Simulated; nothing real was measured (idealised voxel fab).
The following is a process module called voxel fin reveal.
This is section cut - it's 190 nm across, gridded in 5 nm square cells.
This document writes a cross-section as a grid whose cells are square, and gives it as bands, listed from the top down; one or more rows of cells form a band.
It is stipulated that each band's entry specify, in nanometres, the height of the top of the band and then that of its bottom, followed by the materials of the band in left-to-right sequence, each together with its width in nanometres. A single material marked by the word "full width" is understood to fill the band from edge to edge; the word "air" is understood to denote empty space.
Measure heights from 0. That's the level where, below it, the as-received wafer is all one material. The lowest band is bottomless and extends downward; write it as in "top 0, no bottom".
The width entry "30->40" should be interpreted row by row: the top row of cells in the band takes the first number, the bottom row takes the second number, and the change between adjacent rows is uniform throughout.
"remained unchanged" for a step: no cell of the cross-section changed in that step.
The entry titled "Trapped void list" provides the empty spaces that have no open way to the top, restricted to those of 8 cells or more. Each is presented as width x height at distance, the distance being measured from the left edge, with all three in nm.
That trailing text on a step's line, after the settings, is the simulator's own remark on the step.
A step line may carry the setting "overlay nm", which, for steps involving a mask, states the distance by which the mask lay to the right of its intended position; negative values denote displacement to the left.
-- The steps planned for the process are as follows
1. RECEIVE with material Si
2. CONFORMAL_DEP with material SiN, thk nm 10
3. DIRECTIONAL_DEP with material aC, thk nm 10
4. PATTERN with tone cover, mask id FINS, material resist, width nm 15, pitch nm 40, thk nm 25, overlay nm 0
5. DIRECTIONAL_ETCH with etch materials aC, depth nm 10
6. STRIP with etch materials resist
7. DIRECTIONAL_ETCH with etch materials SiN, depth nm 10
8. DIRECTIONAL_ETCH with etch materials Si, depth nm 30
9. STRIP with etch materials aC
10. FILL_DEP with material SiO2, thk nm 10
11. CMP with height nm 10
12. SELECTIVE_ETCH with etch materials SiO2, depth nm 20
13. STRIP with etch materials SiN
14. CONFORMAL_DEP with material SiO2, thk nm 5
-- Step 1 complete: cross-section of the wafer as received
* top 0, no bottom: Si full width
* Trapped void list: none
-- Cross-sectional image of the first of two wafers at the end of the module, the run having proceeded as planned
* top 5, bottom 0: 60 of air / 25 of SiO2 / 15 of air / 25 of SiO2 / 65 of air
* top 0, bottom -5: 60 of air / 5 of SiO2 / 15 of Si / 5 of SiO2 / 15 of air / 5 of SiO2 / 15 of Si / 5 of SiO2 / 65 of air
* top -5, bottom -30: 65 of SiO2 / 15 of Si / 25 of SiO2 / 15 of Si / 70 of SiO2
* top -30, no bottom: Si full width
* Trapped void list: none
-- The second wafer, shown in cross-section after the module: started the same way as the first and given the same plan, yet one mistake crept into how it was run
* top 5, bottom 0: 60 of air / 25 of aC / 15 of air / 25 of aC / 65 of air
* top 0, bottom -5: 60 of air / 5 of aC / 15 of Si / 5 of aC / 15 of air / 5 of aC / 15 of Si / 5 of aC / 65 of air
* top -5, bottom -10: 65 of aC / 15 of Si / 25 of aC / 15 of Si / 70 of aC
* top -10, bottom -30: 65 of SiO2 / 15 of Si / 25 of SiO2 / 15 of Si / 70 of SiO2
* top -30, no bottom: Si full width
* Trapped void list: none
In executing the process, a mistake was made relative to the plan: it should be noted that step 14 was executed with settings other than those planned, the operation and settings actually applied being CONFORMAL_DEP with material aC, thk nm 5
The final cell counts differ between the wafers, with the second having more or fewer of some materials than the first: SiO2: 46 fewer; aC: 46 more
